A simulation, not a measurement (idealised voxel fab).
The name of this process module is voxel capacitor over wiring.
Pictured: cross-section cut, 260 nm wide, on a grid of 5 nm square cells.
Just so we're on the same page, the cross-sections are grids of square cells, and they're listed out in bands top to bottom, each band one or more rows deep. Band entry format. Leading values: height of top, height of bottom, nm. Remainder: materials in left-to-right order, each with its width in nm. Special words: "everywhere" on a single material, which then fills the band edge to edge; "blank", empty space. For the purposes of this specification, 0 denotes the height below which the wafer in its as-received condition is composed wholly of one material, and the lowermost band, lacking a lower limit, extends downward without end, as expressed in "top 0, no bottom". The width entry "30..40" should be interpreted row by row: the top row of cells in the band takes the first number, the bottom row takes the second number, and the change between adjacent rows is uniform throughout. The cross-section has no changed cell in any step marked "nothing got changed". The entry "Sealed voids" lists the empty spaces that cover at least 8 cells and have no open path to the top. Each is written as width x height at distance, where the distance is measured from the left edge and all three values are in nm. It should be noted that, on the line of a given step, the content following the step's settings is a remark produced by the simulator itself with respect to that step. The optional step-line setting "overlay nm" applies to steps with a mask and quantifies how far to the right of its planned location the mask lay, a negative value indicating leftward placement.
## Set out below are the planned steps of the process
1) op RECEIVE | material Si
2) op CONFORMAL_DEP | material SiO2 | thk nm 10
3) op CONFORMAL_DEP | material SiN | thk nm 5
4) op DIRECTIONAL_DEP | material lowk | thk nm 25
5) op DIRECTIONAL_DEP | material aC | thk nm 15
6) op PATTERN | tone open | mask id METAL_1 | material resist | width nm 20 | pitch nm 80 | thk nm 30 | overlay nm 0
7) op DIRECTIONAL_ETCH | etch materials aC | depth nm 15
8) op STRIP | etch materials resist
9) op DIRECTIONAL_ETCH | etch materials lowk | depth nm 25
10) op DIRECTIONAL_ETCH | etch materials SiN | depth nm 5
11) op STRIP | etch materials aC
12) op CONFORMAL_DEP | material TiN | thk nm 5
13) op FILL_DEP | material Cu | thk nm 5
14) op CMP | height nm 40
15) op CONFORMAL_DEP | material SiCN | thk nm 5
16) op DIRECTIONAL_DEP | material SiO2 | thk nm 20
17) op PATTERN | tone open | mask id PLUG_1 | material resist | width nm 15 | thk nm 20 | overlay nm 0
18) op DIRECTIONAL_ETCH | etch materials SiO2 | depth nm 20
19) op DIRECTIONAL_ETCH | etch materials SiCN | depth nm 5
20) op STRIP | etch materials resist
21) op EPI | material Ru | thk nm 10
22) op EPI | material Ru | thk nm 10
23) op EPI | material Ru | thk nm 5
24) op DIRECTIONAL_DEP | material TiN | thk nm 5
25) op DIRECTIONAL_DEP | material Al2O3 | thk nm 5
26) op DIRECTIONAL_DEP | material TiN | thk nm 5
27) op PATTERN | tone cover | mask id UPPER_PLATE | material resist | width nm 65 | thk nm 20 | overlay nm 0
28) op DIRECTIONAL_ETCH | etch materials TiN | depth nm 5
29) op DIRECTIONAL_ETCH | etch materials Al2O3 | depth nm 5
30) op STRIP | etch materials resist
31) op DIRECTIONAL_DEP | material aC | thk nm 10
32) op PATTERN | tone cover | mask id LOWER_PLATE | material resist | width nm 75 | thk nm 25 | overlay nm 0
33) op DIRECTIONAL_ETCH | etch materials aC | depth nm 10
34) op STRIP | etch materials resist
35) op DIRECTIONAL_ETCH | etch materials TiN | depth nm 5
36) op STRIP | etch materials aC
37) op FILL_DEP | material SiO2 | thk nm 20
38) op CMP | height nm 95
39) op DIRECTIONAL_DEP | material aC | thk nm 15
40) op PATTERN | tone open | mask id PLUG_2 | material resist | width nm 15 | thk nm 30 | overlay nm 0
41) op DIRECTIONAL_ETCH | etch materials aC | depth nm 15
42) op STRIP | etch materials resist
43) op DIRECTIONAL_ETCH | etch materials SiO2 | depth nm 15
44) op STRIP | etch materials aC
45) op CONFORMAL_DEP | material TiN | thk nm 5
46) op FILL_DEP | material Cu | thk nm 10
47) op CMP | height nm 95
48) op CONFORMAL_DEP | material SiN | thk nm 5
## Account of the first of two wafers, which was processed as intended
## Shown in cross-section is the wafer as received, that is, as it stands after step 1
	top 0, no bottom = Si everywhere
	Sealed voids: none
## State of the wafer after step 2, shown in cross-section
	top 10, bottom 0 = SiO2 everywhere
	Everything under 0 stays put, no change at all.
## State of the wafer after step 3, shown in cross-section
	top 15, bottom 10 = SiN everywhere
	Everything under 10 stays put, no change at all.
## State of the wafer after step 4, shown in cross-section
	top 40, bottom 15 = lowk everywhere
	Everything under 15 stays put, no change at all.
## State of the wafer after step 5, shown in cross-section
	top 55, bottom 40 = aC everywhere
	Everything under 40 stays put, no change at all.
## State of the wafer after step 6, shown in cross-section
	top 85, bottom 55 = 80 resist; 20 blank; 60 resist; 20 blank; 80 resist
	Everything under 55 stays put, no change at all.
## State of the wafer after step 7, shown in cross-section
	top 70, bottom 55 = 80 resist; 20 blank; 60 resist; 20 blank; 80 resist
	top 55, bottom 40 = 80 aC; 20 blank; 60 aC; 20 blank; 80 aC
	Everything under 40 stays put, no change at all.
## State of the wafer after step 8, shown in cross-section
	top 55, bottom 40 = 80 aC; 20 blank; 60 aC; 20 blank; 80 aC
	Everything under 40 stays put, no change at all.
## State of the wafer after step 9, shown in cross-section
	top 55, bottom 40 = 80 aC; 20 blank; 60 aC; 20 blank; 80 aC
	top 40, bottom 15 = 80 lowk; 20 blank; 60 lowk; 20 blank; 80 lowk
	Everything under 15 stays put, no change at all.
## State of the wafer after step 10, shown in cross-section
	top 55, bottom 40 = 80 aC; 20 blank; 60 aC; 20 blank; 80 aC
	top 40, bottom 15 = 80 lowk; 20 blank; 60 lowk; 20 blank; 80 lowk
	top 15, bottom 10 = 80 SiN; 20 blank; 60 SiN; 20 blank; 80 SiN
	Everything under 10 stays put, no change at all.
## State of the wafer after step 11, shown in cross-section
	top 40, bottom 15 = 80 lowk; 20 blank; 60 lowk; 20 blank; 80 lowk
	Everything under 15 stays put, no change at all.
## State of the wafer after step 12, shown in cross-section
	top 45, bottom 40 = 85 TiN; 10 blank; 70 TiN; 10 blank; 85 TiN
	top 40, bottom 15 = 80 lowk; 5 TiN; 10 blank; 5 TiN; 60 lowk; 5 TiN; 10 blank; 5 TiN; 80 lowk
	top 15, bottom 10 = 80 SiN; 20 TiN; 60 SiN; 20 TiN; 80 SiN
	Everything under 10 stays put, no change at all.
## State of the wafer after step 13, shown in cross-section
	top 50, bottom 45 = Cu everywhere
	top 45, bottom 40 = 85 TiN; 10 Cu; 70 TiN; 10 Cu; 85 TiN
	top 40, bottom 15 = 80 lowk; 5 TiN; 10 Cu; 5 TiN; 60 lowk; 5 TiN; 10 Cu; 5 TiN; 80 lowk
	Everything under 15 stays put, no change at all.
## State of the wafer after step 14, shown in cross-section
	top 40, bottom 15 = 80 lowk; 5 TiN; 10 Cu; 5 TiN; 60 lowk; 5 TiN; 10 Cu; 5 TiN; 80 lowk
	Everything under 15 stays put, no change at all.
## State of the wafer after step 15, shown in cross-section
	top 45, bottom 40 = SiCN everywhere
	Everything under 40 stays put, no change at all.
## State of the wafer after step 16, shown in cross-section
	top 65, bottom 45 = SiO2 everywhere
	Everything under 45 stays put, no change at all.
## State of the wafer after step 17, shown in cross-section
	top 85, bottom 65 = 85 resist; 15 blank; 160 resist
	Everything under 65 stays put, no change at all.
## State of the wafer after step 18, shown in cross-section
	top 85, bottom 65 = 85 resist; 15 blank; 160 resist
	top 65, bottom 45 = 85 SiO2; 15 blank; 160 SiO2
	Everything under 45 stays put, no change at all.
## State of the wafer after step 19, shown in cross-section
	top 85, bottom 65 = 85 resist; 15 blank; 160 resist
	top 65, bottom 45 = 85 SiO2; 15 blank; 160 SiO2
	top 45, bottom 40 = 85 SiCN; 15 blank; 160 SiCN
	Everything under 40 stays put, no change at all.
## State of the wafer after step 20, shown in cross-section
	top 65, bottom 45 = 85 SiO2; 15 blank; 160 SiO2
	Everything under 45 stays put, no change at all.
## State of the wafer after step 21, shown in cross-section
	top 65, bottom 50 = 85 SiO2; 15 blank; 160 SiO2
	top 50, bottom 45 = 85 SiO2; 15 Ru; 160 SiO2
	top 45, bottom 40 = 85 SiCN; 15 Ru; 160 SiCN
	Everything under 40 stays put, no change at all.
## State of the wafer after step 22, shown in cross-section
	top 65, bottom 60 = 85 SiO2; 15 blank; 160 SiO2
	top 60, bottom 45 = 85 SiO2; 15 Ru; 160 SiO2
	Everything under 45 stays put, no change at all.
## State of the wafer after step 23, shown in cross-section
	top 65, bottom 45 = 85 SiO2; 15 Ru; 160 SiO2
	Everything under 45 stays put, no change at all.
## State of the wafer after step 24, shown in cross-section
	top 70, bottom 65 = TiN everywhere
	Everything under 65 stays put, no change at all.
## State of the wafer after step 25, shown in cross-section
	top 75, bottom 70 = Al2O3 everywhere
	Everything under 70 stays put, no change at all.
## State of the wafer after step 26, shown in cross-section
	top 80, bottom 75 = TiN everywhere
	Everything under 75 stays put, no change at all.
## State of the wafer after step 27, shown in cross-section
	top 100, bottom 80 = 85 blank; 65 resist; 110 blank
	Everything under 80 stays put, no change at all.
## State of the wafer after step 28, shown in cross-section
	top 100, bottom 80 = 85 blank; 65 resist; 110 blank
	top 80, bottom 75 = 85 blank; 65 TiN; 110 blank
	Everything under 75 stays put, no change at all.
## State of the wafer after step 29, shown in cross-section
	top 100, bottom 80 = 85 blank; 65 resist; 110 blank
	top 80, bottom 75 = 85 blank; 65 TiN; 110 blank
	top 75, bottom 70 = 85 blank; 65 Al2O3; 110 blank
	Everything under 70 stays put, no change at all.
## State of the wafer after step 30, shown in cross-section
	top 80, bottom 75 = 85 blank; 65 TiN; 110 blank
	Everything under 75 stays put, no change at all.
## State of the wafer after step 31, shown in cross-section
	top 90, bottom 80 = 85 blank; 65 aC; 110 blank
	top 80, bottom 75 = 85 aC; 65 TiN; 110 aC
	top 75, bottom 70 = 85 aC; 65 Al2O3; 110 aC
	Everything under 70 stays put, no change at all.
## State of the wafer after step 32, shown in cross-section
	top 115, bottom 90 = 80 blank; 75 resist; 105 blank
	top 90, bottom 80 = 80 blank; 5 resist; 65 aC; 5 resist; 105 blank
	Everything under 80 stays put, no change at all.
## State of the wafer after step 33, shown in cross-section
	top 105, bottom 90 = 80 blank; 75 resist; 105 blank
	top 90, bottom 80 = 80 blank; 5 resist; 65 aC; 5 resist; 105 blank
	top 80, bottom 75 = 80 blank; 5 aC; 65 TiN; 5 aC; 105 blank
	top 75, bottom 70 = 80 blank; 5 aC; 65 Al2O3; 5 aC; 105 blank
	Everything under 70 stays put, no change at all.
## State of the wafer after step 34, shown in cross-section
	top 90, bottom 80 = 85 blank; 65 aC; 110 blank
	Everything under 80 stays put, no change at all.
## State of the wafer after step 35, shown in cross-section
	top 90, bottom 80 = 85 blank; 65 aC; 110 blank
	top 80, bottom 75 = 80 blank; 5 aC; 65 TiN; 5 aC; 105 blank
	top 75, bottom 70 = 80 blank; 5 aC; 65 Al2O3; 5 aC; 105 blank
	top 70, bottom 65 = 80 blank; 75 TiN; 105 blank
	Everything under 65 stays put, no change at all.
## State of the wafer after step 36, shown in cross-section
	top 80, bottom 75 = 85 blank; 65 TiN; 110 blank
	top 75, bottom 70 = 85 blank; 65 Al2O3; 110 blank
	Everything under 70 stays put, no change at all.
## State of the wafer after step 37, shown in cross-section
	top 100, bottom 80 = SiO2 everywhere
	top 80, bottom 75 = 85 SiO2; 65 TiN; 110 SiO2
	top 75, bottom 70 = 85 SiO2; 65 Al2O3; 110 SiO2
	top 70, bottom 65 = 80 SiO2; 75 TiN; 105 SiO2
	Everything under 65 stays put, no change at all.
## State of the wafer after step 38, shown in cross-section
	top 95, bottom 80 = SiO2 everywhere
	Everything under 80 stays put, no change at all.
## State of the wafer after step 39, shown in cross-section
	top 110, bottom 95 = aC everywhere
	Everything under 95 stays put, no change at all.
## State of the wafer after step 40, shown in cross-section
	top 140, bottom 110 = 95 resist; 15 blank; 150 resist
	Everything under 110 stays put, no change at all.
## State of the wafer after step 41, shown in cross-section
	top 125, bottom 110 = 95 resist; 15 blank; 150 resist
	top 110, bottom 95 = 95 aC; 15 blank; 150 aC
	Everything under 95 stays put, no change at all.
## State of the wafer after step 42, shown in cross-section
	top 110, bottom 95 = 95 aC; 15 blank; 150 aC
	Everything under 95 stays put, no change at all.
## State of the wafer after step 43, shown in cross-section
	top 110, bottom 95 = 95 aC; 15 blank; 150 aC
	top 95, bottom 80 = 95 SiO2; 15 blank; 150 SiO2
	Everything under 80 stays put, no change at all.
## State of the wafer after step 44, shown in cross-section
	top 95, bottom 80 = 95 SiO2; 15 blank; 150 SiO2
	Everything under 80 stays put, no change at all.
## State of the wafer after step 45, shown in cross-section
	top 100, bottom 95 = 100 TiN; 5 blank; 155 TiN
	top 95, bottom 85 = 95 SiO2; 5 TiN; 5 blank; 5 TiN; 150 SiO2
	top 85, bottom 75 = 95..85 SiO2; 15..65 TiN; 150..110 SiO2
	Everything under 75 stays put, no change at all.
## State of the wafer after step 46, shown in cross-section
	top 110, bottom 100 = Cu everywhere
	top 100, bottom 95 = 100 TiN; 5 Cu; 155 TiN
	top 95, bottom 85 = 95 SiO2; 5 TiN; 5 Cu; 5 TiN; 150 SiO2
	Everything under 85 stays put, no change at all.
## State of the wafer after step 47, shown in cross-section
	top 95, bottom 85 = 95 SiO2; 5 TiN; 5 Cu; 5 TiN; 150 SiO2
	Everything under 85 stays put, no change at all.
## State of the wafer after step 48, shown in cross-section
	top 100, bottom 95 = SiN everywhere
	Everything under 95 stays put, no change at all.
## Now the other wafer: same start, same recipe, but we messed up one thing when running it. Up to and including step 15 it's the same as the first one
## Cross-section of the second wafer at the time by which step 16 should have been completed according to the plan
	top 85, bottom 45 = SiO2 everywhere
	Everything under 45 stays put, no change at all.
## Cross-section of the second wafer at the time by which step 17 should have been completed according to the plan
	top 105, bottom 85 = 85 resist; 15 blank; 160 resist
	Everything under 85 stays put, no change at all.
## Cross-section of the second wafer at the time by which step 18 should have been completed according to the plan
	top 105, bottom 85 = 85 resist; 15 blank; 160 resist
	top 85, bottom 65 = 85 SiO2; 15 blank; 160 SiO2
	Everything under 65 stays put, no change at all.
Cross-section of the second wafer at the time by which step 19 should have been completed according to the plan: nothing got changed
## Cross-section of the second wafer at the time by which step 20 should have been completed according to the plan
	top 85, bottom 65 = 85 SiO2; 15 blank; 160 SiO2
	Everything under 65 stays put, no change at all.
Cross-section of the second wafer at the time by which step 21 should have been completed according to the plan: nothing got changed
Cross-section of the second wafer at the time by which step 22 should have been completed according to the plan: nothing got changed
Cross-section of the second wafer at the time by which step 23 should have been completed according to the plan: nothing got changed
## Cross-section of the second wafer at the time by which step 24 should have been completed according to the plan
	top 90, bottom 85 = 85 TiN; 15 blank; 160 TiN
	top 85, bottom 70 = 85 SiO2; 15 blank; 160 SiO2
	top 70, bottom 65 = 85 SiO2; 15 TiN; 160 SiO2
	Everything under 65 stays put, no change at all.
## Cross-section of the second wafer at the time by which step 25 should have been completed according to the plan
	top 95, bottom 90 = 85 Al2O3; 15 blank; 160 Al2O3
	top 90, bottom 85 = 85 TiN; 15 blank; 160 TiN
	top 85, bottom 75 = 85 SiO2; 15 blank; 160 SiO2
	top 75, bottom 70 = 85 SiO2; 15 Al2O3; 160 SiO2
	Everything under 70 stays put, no change at all.
## Cross-section of the second wafer at the time by which step 26 should have been completed according to the plan
	top 100, bottom 95 = 85 TiN; 15 blank; 160 TiN
	top 95, bottom 90 = 85 Al2O3; 15 blank; 160 Al2O3
	top 90, bottom 85 = 85 TiN; 15 blank; 160 TiN
	top 85, bottom 80 = 85 SiO2; 15 blank; 160 SiO2
	top 80, bottom 75 = 85 SiO2; 15 TiN; 160 SiO2
	Everything under 75 stays put, no change at all.
## Cross-section of the second wafer at the time by which step 27 should have been completed according to the plan
	top 120, bottom 100 = 85 blank; 65 resist; 110 blank
	top 100, bottom 95 = 85 TiN; 15 resist; 160 TiN
	top 95, bottom 90 = 85 Al2O3; 15 resist; 160 Al2O3
	top 90, bottom 85 = 85 TiN; 15 resist; 160 TiN
	top 85, bottom 80 = 85 SiO2; 15 resist; 160 SiO2
	Everything under 80 stays put, no change at all.
## Cross-section of the second wafer at the time by which step 28 should have been completed according to the plan
	top 120, bottom 100 = 85 blank; 65 resist; 110 blank
	top 100, bottom 95 = 85 blank; 15 resist; 50 TiN; 110 blank
	Everything under 95 stays put, no change at all.
## Cross-section of the second wafer at the time by which step 29 should have been completed according to the plan
	top 120, bottom 100 = 85 blank; 65 resist; 110 blank
	top 100, bottom 95 = 85 blank; 15 resist; 50 TiN; 110 blank
	top 95, bottom 90 = 85 blank; 15 resist; 50 Al2O3; 110 blank
	Everything under 90 stays put, no change at all.
## Cross-section of the second wafer at the time by which step 30 should have been completed according to the plan
	top 100, bottom 95 = 100 blank; 50 TiN; 110 blank
	top 95, bottom 90 = 100 blank; 50 Al2O3; 110 blank
	top 90, bottom 85 = 85 TiN; 15 blank; 160 TiN
	top 85, bottom 80 = 85 SiO2; 15 blank; 160 SiO2
	Everything under 80 stays put, no change at all.
## Cross-section of the second wafer at the time by which step 31 should have been completed according to the plan
	top 110, bottom 100 = 100 blank; 50 aC; 110 blank
	top 100, bottom 95 = 85 aC; 15 blank; 50 TiN; 110 aC
	top 95, bottom 90 = 85 aC; 15 blank; 50 Al2O3; 110 aC
	top 90, bottom 85 = 85 TiN; 15 aC; 160 TiN
	top 85, bottom 80 = 85 SiO2; 15 aC; 160 SiO2
	Everything under 80 stays put, no change at all.
## Cross-section of the second wafer at the time by which step 32 should have been completed according to the plan
	top 135, bottom 110 = 80 blank; 75 resist; 105 blank
	top 110, bottom 100 = 80 blank; 20 resist; 50 aC; 5 resist; 105 blank
	top 100, bottom 95 = 85 aC; 15 resist; 50 TiN; 110 aC
	top 95, bottom 90 = 85 aC; 15 resist; 50 Al2O3; 110 aC
	Everything under 90 stays put, no change at all.
## Cross-section of the second wafer at the time by which step 33 should have been completed according to the plan
	top 125, bottom 110 = 80 blank; 75 resist; 105 blank
	top 110, bottom 100 = 80 blank; 20 resist; 50 aC; 5 resist; 105 blank
	top 100, bottom 95 = 80 blank; 5 aC; 15 resist; 50 TiN; 5 aC; 105 blank
	top 95, bottom 90 = 80 blank; 5 aC; 15 resist; 50 Al2O3; 5 aC; 105 blank
	Everything under 90 stays put, no change at all.
## Cross-section of the second wafer at the time by which step 34 should have been completed according to the plan
	top 110, bottom 100 = 100 blank; 50 aC; 110 blank
	top 100, bottom 95 = 80 blank; 5 aC; 15 blank; 50 TiN; 5 aC; 105 blank
	top 95, bottom 90 = 80 blank; 5 aC; 15 blank; 50 Al2O3; 5 aC; 105 blank
	Everything under 90 stays put, no change at all.
## Cross-section of the second wafer at the time by which step 35 should have been completed according to the plan
	top 110, bottom 100 = 100 blank; 50 aC; 110 blank
	top 100, bottom 95 = 80 blank; 5 aC; 15 blank; 50 TiN; 5 aC; 105 blank
	top 95, bottom 90 = 80 blank; 5 aC; 15 blank; 50 Al2O3; 5 aC; 105 blank
	top 90, bottom 85 = 80 blank; 5 TiN; 15 aC; 55 TiN; 105 blank
	Everything under 85 stays put, no change at all.
## Cross-section of the second wafer at the time by which step 36 should have been completed according to the plan
	top 100, bottom 95 = 100 blank; 50 TiN; 110 blank
	top 95, bottom 90 = 100 blank; 50 Al2O3; 110 blank
	top 90, bottom 85 = 80 blank; 5 TiN; 15 blank; 55 TiN; 105 blank
	top 85, bottom 80 = 85 SiO2; 15 blank; 160 SiO2
	Everything under 80 stays put, no change at all.
## Cross-section of the second wafer at the time by which step 37 should have been completed according to the plan
	top 120, bottom 100 = SiO2 everywhere
	top 100, bottom 95 = 100 SiO2; 50 TiN; 110 SiO2
	top 95, bottom 90 = 100 SiO2; 50 Al2O3; 110 SiO2
	top 90, bottom 85 = 80 SiO2; 5 TiN; 15 SiO2; 55 TiN; 105 SiO2
	top 85, bottom 80 = SiO2 everywhere
	Everything under 80 stays put, no change at all.
## Cross-section of the second wafer at the time by which step 38 should have been completed according to the plan
	top 95, bottom 90 = 100 SiO2; 50 Al2O3; 110 SiO2
	Everything under 90 stays put, no change at all.
## Cross-section of the second wafer at the time by which step 39 should have been completed according to the plan
	top 110, bottom 95 = aC everywhere
	Everything under 95 stays put, no change at all.
## Cross-section of the second wafer at the time by which step 40 should have been completed according to the plan
	top 140, bottom 110 = 95 resist; 15 blank; 150 resist
	Everything under 110 stays put, no change at all.
## Cross-section of the second wafer at the time by which step 41 should have been completed according to the plan
	top 125, bottom 110 = 95 resist; 15 blank; 150 resist
	top 110, bottom 95 = 95 aC; 15 blank; 150 aC
	Everything under 95 stays put, no change at all.
## Cross-section of the second wafer at the time by which step 42 should have been completed according to the plan
	top 110, bottom 95 = 95 aC; 15 blank; 150 aC
	Everything under 95 stays put, no change at all.
## Cross-section of the second wafer at the time by which step 43 should have been completed according to the plan
	top 110, bottom 95 = 95 aC; 15 blank; 150 aC
	top 95, bottom 90 = 95 SiO2; 5 blank; 50 Al2O3; 110 SiO2
	top 90, bottom 85 = 80 SiO2; 5 TiN; 10 SiO2; 5 blank; 55 TiN; 105 SiO2
	top 85, bottom 80 = 95 SiO2; 5 blank; 160 SiO2
	Everything under 80 stays put, no change at all.
## Cross-section of the second wafer at the time by which step 44 should have been completed according to the plan
	top 95, bottom 90 = 95 SiO2; 5 blank; 50 Al2O3; 110 SiO2
	Everything under 90 stays put, no change at all.
## Cross-section of the second wafer at the time by which step 45 should have been completed according to the plan
	top 100, bottom 95 = TiN everywhere
	top 95, bottom 90 = 95 SiO2; 5 TiN; 50 Al2O3; 110 SiO2
	top 90, bottom 85 = 80 SiO2; 5 TiN; 10 SiO2; 60 TiN; 105 SiO2
	top 85, bottom 75 = 95..85 SiO2; 5..15 TiN; 160 SiO2
	Everything under 75 stays put, no change at all.
## Cross-section of the second wafer at the time by which step 46 should have been completed according to the plan
	top 110, bottom 100 = Cu everywhere
	Everything under 100 stays put, no change at all.
## Cross-section of the second wafer at the time by which step 47 should have been completed according to the plan
	top 95, bottom 90 = 95 SiO2; 5 TiN; 50 Al2O3; 110 SiO2
	Everything under 90 stays put, no change at all.
## Cross-section of the second wafer at the time by which step 48 should have been completed according to the plan
	top 100, bottom 95 = SiN everywhere
	Everything under 95 stays put, no change at all.
What went wrong in running the wafer? the plan's step 16 ran twice
FYI, end of process, the second wafer has more or fewer cells of some materials than the first: Cu -2; Ru -15; SiCN +3; SiO2 +28; TiN -14
